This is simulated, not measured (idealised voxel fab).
Process module under the name voxel local oxidation
Cross-sectional view cut (width: 210 nm; square cell size: 5 nm).
If you're reading a cross-section in this doc, picture square cells in a grid; it comes to you as bands, top ones listed first down to the bottom, and a band can be one or more rows of cells. Look at the band entry: it leads with the top's height and the bottom's height in nm. Then it lists the materials left to right, with a width in nm for each. The word "everywhere" on a single material says that material fills the band edge to edge. The word "empty" is empty space. Note: height 0 marks the level under which the wafer is uniformly one material as received. Lowest band unbounded below, written "from 0 down". With a width like "30 to 40", each row of cells in the band differs from the next by the same amount, the top row carrying the first number and the bottom row the second. Any step labelled "nothing changed" changed none of the cells in the cross-section. If an empty space has no open way to the top and is at least 8 cells in size, "Unvented voids" lists it, written width x height at distance, where distance is measured from the left edge and every value is in nm. Where a step's line continues beyond its settings, the continuation is a remark by the simulator itself on that step. "overlay nm", when on a step's line for a step with a mask, measures how far to the right of its planned place the mask lay; a negative measure means to the left.
## Process steps (planned)
1: RECEIVE,material Si
2: OXIDIZE,depth nm 5
3: CONFORMAL_DEP,material SiN,thk nm 10
4: MASKED_ETCH,tone cover,mask id ACTIVE,width nm 130,etch materials SiN,depth nm 10,overlay nm 0
5: SELECTIVE_ETCH,etch materials SiO2,depth nm 5
6: OXIDIZE,depth nm 10
7: STRIP,etch materials SiN
## Step 1 complete: cross-section of the wafer as received
* from 0 down = Si everywhere
* Unvented voids: none
## Module complete - cross-section of the first of two wafers, run according to plan
* from 0 to -5 = 45 nm empty, 120 nm SiO2, 45 nm empty
* from -5 to -15 = 55 nm SiO2, 100 nm Si, 55 nm SiO2
* from -15 down = Si everywhere
* Unvented voids: none
## Second wafer cross-section at end of module - shared start and plan with the first, one mistake in the run
* from 10 to 0 = 40 nm empty, 130 nm SiN, 40 nm empty
* from 0 to -5 = 45 nm empty, 120 nm SiO2, 45 nm empty
* from -5 to -15 = 55 nm SiO2, 100 nm Si, 55 nm SiO2
* from -15 down = Si everywhere
* Unvented voids: none
Here's what went sideways: plan step 7 was not performed, having been skipped
Looking at both finished wafers in cells, the second ends up ahead of or behind the first on some materials: SiN +52
